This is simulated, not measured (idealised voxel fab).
This is a process module. Its name is voxel ribs on slabs.
Displayed cross-section: cut, width of 200 nm, square cells sized 5 nm.
Bands, listed from the top down, are how a cross-section gets written in this document; the cross-section itself is a grid of square cells, and a band is one or more rows of them.
Heights first: top, then bottom, in nm. Then materials, left to right, each with a width in nm. "full width" on a single material: fills the band edge to edge. "air": empty space.
For the purposes of this specification, 0 denotes the height below which the wafer in its as-received condition is composed wholly of one material, and the lowermost band, lacking a lower limit, extends downward without end, as expressed in "top 0, no bottom".
The expression "30 to 40" gives the width at the extremes of the band, the first number at its top row of cells and the second at its bottom row, with the width changing by equal amounts from each row to the next in between.
Basically "same as before" means that step didn't change any cell in the cross-section.
"Completely sealed voids" lists enclosed empty spaces (at least 8 cells, no open path upward to the top), each as width x height at distance from the left edge, in nm.
after a step's settings: what the simulator itself notes on the step
A step line may carry the setting "overlay nm", which, for steps involving a mask, states the distance by which the mask lay to the right of its intended position; negative values denote displacement to the left.

**Planned step list for the process**
1,RECEIVE: material Si
2,DIRECTIONAL_DEP: material SiO2, thk nm 25
3,DIRECTIONAL_DEP: material polySi, thk nm 15
4,MASKED_ETCH: tone cover, mask id RIB, width nm 20, etch materials polySi, depth nm 10, overlay nm 0
5,MASKED_ETCH: tone cover, mask id SLAB, width nm 60, etch materials polySi, depth nm 5, overlay nm 0
6,FILL_DEP: material SiO2, thk nm 20
7,CMP: height nm 55
8,DIRECTIONAL_DEP: material TiN, thk nm 5
9,PATTERN: tone cover, mask id HEATER, material resist, width nm 20, thk nm 15, overlay nm 0
10,DIRECTIONAL_ETCH: etch materials TiN, depth nm 5
11,STRIP: etch materials resist
12,CONFORMAL_DEP: material SiN, thk nm 10
Quick note for whoever runs this: the wafers start identical, but the width nm at step 9 isn't the same across them. The plan just shows what the first wafer had.

**So this is the first of several wafers, cross-sectioned as it came to us, meaning it's at the end of step 1**
> top 0, no bottom: Si full width
> Completely sealed voids: none

**Per wafer, end of module: cells gained (+) or lost (-) per material since receipt, then closed voids**
width nm 20 | +84 SiN | +420 SiO2 | +4 TiN | +20 polySi | Completely sealed voids: none
width nm 25 | +84 SiN | +420 SiO2 | +5 TiN | +20 polySi | Completely sealed voids: none
width nm 30 | +84 SiN | +420 SiO2 | +6 TiN | +20 polySi | Completely sealed voids: none
width nm 35 | +84 SiN | +420 SiO2 | +7 TiN | +20 polySi | Completely sealed voids: none
width nm 40 | +84 SiN | +420 SiO2 | +8 TiN | +20 polySi | Completely sealed voids: none
width nm 45 | +84 SiN | +420 SiO2 | +9 TiN | +20 polySi | Completely sealed voids: none
